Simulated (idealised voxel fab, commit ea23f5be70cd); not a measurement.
The process module presented herein is designated voxel wiring stack.
Displayed cross-section: cut, width of 200 nm, square cells sized 5 nm.
If you're reading a cross-section in this doc, picture square cells in a grid; it comes to you as bands, top ones listed first down to the bottom, and a band can be one or more rows of cells.
Look at the band entry: it leads with the top's height and the bottom's height in nm. Then it lists the materials left to right, with a width in nm for each. The word "throughout" on a single material says that material fills the band edge to edge. The word "empty" is empty space.
For the purposes of this specification, 0 denotes the height below which the wafer in its as-received condition is composed wholly of one material, and the lowermost band, lacking a lower limit, extends downward without end, as expressed in "from 0 down".
With a width like "30 to 40", each row of cells in the band differs from the next by the same amount, the top row carrying the first number and the bottom row the second.
Given "remained unchanged" for a step, no cell of the cross-section differs between before and after that step.
Closed-off voids of 8+ cells (no open route to the top) go in "Closed cavities", written width x height at distance from the left edge, in nm.
Whatever follows a step's settings on its line is a remark the simulator itself makes about that step.
overlay nm, on a step with a mask: how far to the right of its planned place the mask lay; to the left if negative

Process steps - plan
- 1: op RECEIVE | material Si
- 2: op CONFORMAL_DEP | material SiO2 | thk nm 15
- 3: op DIRECTIONAL_DEP | material TiN | thk nm 5
- 4: op DIRECTIONAL_DEP | material Ru | thk nm 15
- 5: op MASKED_ETCH | tone cover | mask id METAL_1 | width nm 30 | pitch nm 60 | etch materials Ru | depth nm 15 | overlay nm 0
- 6: op MASKED_ETCH | tone cover | mask id METAL_1 | width nm 30 | pitch nm 60 | etch materials TiN | depth nm 5 | overlay nm 0
- 7: op FILL_DEP | material lowk | thk nm 5
- 8: op CMP | height nm 35
- 9: op CONFORMAL_DEP | material SiCN | thk nm 5
- 10: op DIRECTIONAL_DEP | material lowk | thk nm 20
- 11: op PATTERN | tone open | mask id PLUG_1 | material resist | width nm 15 | pitch nm 60 | thk nm 15 | overlay nm 0
- 12: op DIRECTIONAL_ETCH | etch materials lowk | depth nm 20
- 13: op DIRECTIONAL_ETCH | etch materials SiCN | depth nm 5
- 14: op STRIP | etch materials resist
- 15: op CONFORMAL_DEP | material TiN | thk nm 5
- 16: op FILL_DEP | material Cu | thk nm 5
- 17: op CMP | height nm 60
- 18: op DIRECTIONAL_DEP | material TiN | thk nm 5
- 19: op DIRECTIONAL_DEP | material W | thk nm 15
- 20: op PATTERN | tone cover | mask id METAL_2 | material resist | width nm 30 | pitch nm 60 | thk nm 20 | overlay nm 0
- 21: op DIRECTIONAL_ETCH | etch materials W | depth nm 15
- 22: op DIRECTIONAL_ETCH | etch materials TiN | depth nm 5
- 23: op STRIP | etch materials resist
- 24: op CONFORMAL_DEP | material SiCN | thk nm 5
- 25: op FILL_DEP | material lowk | thk nm 10
- 26: op CMP | height nm 80
- 27: op CONFORMAL_DEP | material SiCN | thk nm 5
- 28: op DIRECTIONAL_DEP | material SiO2 | thk nm 20
- 29: op MASKED_ETCH | tone open | mask id PLUG_2 | width nm 15 | pitch nm 60 | etch materials SiO2 | depth nm 20 | overlay nm 0
- 30: op MASKED_ETCH | tone open | mask id PLUG_2 | width nm 15 | pitch nm 60 | etch materials SiCN | depth nm 5 | overlay nm 0
- 31: op EPI | material Ru | thk nm 10
- 32: op EPI | material Ru | thk nm 10
- 33: op EPI | material Ru | thk nm 5
- 34: op DIRECTIONAL_DEP | material TiN | thk nm 5
- 35: op DIRECTIONAL_DEP | material W | thk nm 25
- 36: op MASKED_ETCH | tone cover | mask id METAL_3 | width nm 30 | pitch nm 60 | etch materials W | depth nm 25 | overlay nm 0
- 37: op MASKED_ETCH | tone cover | mask id METAL_3 | width nm 30 | pitch nm 60 | etch materials TiN | depth nm 5 | overlay nm 0
- 38: op CONFORMAL_DEP | material SiN | thk nm 5
- 39: op FILL_DEP | material lowk | thk nm 10
- 40: op CMP | height nm 135
- 41: op CONFORMAL_DEP | material SiN | thk nm 5

Received-state cross-section, reflecting completion of step 1
from 0 down  Si throughout
Closed cavities: none

Starting structure and process plan are as shown above, but one mistake was made in running the module; the wafer cross-section at the end of the module follows
from 140 to 135  SiN throughout
from 135 to 120  50 lowk, then 5 SiN, then 15 W, then 5 SiN, then 35 lowk, then 5 SiN, then 15 W, then 5 SiN, then 65 lowk
from 120 to 110  50 lowk, then 5 SiN, then 15 to 30 W, then 20 to 5 SiN, then 20 lowk, then 5 SiN, then 15 to 30 W, then 20 to 5 SiN, then 50 lowk
from 110 to 105  50 lowk, then 5 SiN, then 15 TiN, then 15 W, then 5 SiN, then 20 lowk, then 5 SiN, then 15 TiN, then 15 W, then 5 SiN, then 50 lowk
from 105 to 90  50 lowk, then 5 SiN, then 15 SiO2, then 15 W, then 5 SiN, then 20 lowk, then 5 SiN, then 15 SiO2, then 15 W, then 5 SiN, then 50 lowk
from 90 to 85  55 SiN, then 15 SiO2, then 15 TiN, then 30 SiN, then 15 SiO2, then 15 TiN, then 55 SiN
from 85 to 80  SiCN throughout
from 80 to 65  50 lowk, then 5 SiCN, then 30 W, then 5 SiCN, then 20 lowk, then 5 SiCN, then 30 W, then 5 SiCN, then 50 lowk
from 65 to 60  55 SiCN, then 30 TiN, then 30 SiCN, then 30 TiN, then 55 SiCN
from 60 to 40  55 lowk, then 5 TiN, then 5 Cu, then 5 TiN, then 45 lowk, then 5 TiN, then 5 Cu, then 5 TiN, then 70 lowk
from 40 to 35  55 SiCN, then 15 TiN, then 45 SiCN, then 15 TiN, then 70 SiCN
from 35 to 20  55 lowk, then 30 Ru, then 30 lowk, then 30 Ru, then 55 lowk
from 20 to 15  55 lowk, then 30 TiN, then 30 lowk, then 30 TiN, then 55 lowk
from 15 to 0  SiO2 throughout
from 0 down  Si throughout
Closed cavities: none
In executing the process, a mistake was made relative to the plan: step 29 off recipe, ran as op MASKED_ETCH | tone cover | mask id PLUG_2 | width nm 15 | pitch nm 60 | etch materials SiO2 | depth nm 20 | overlay nm 0
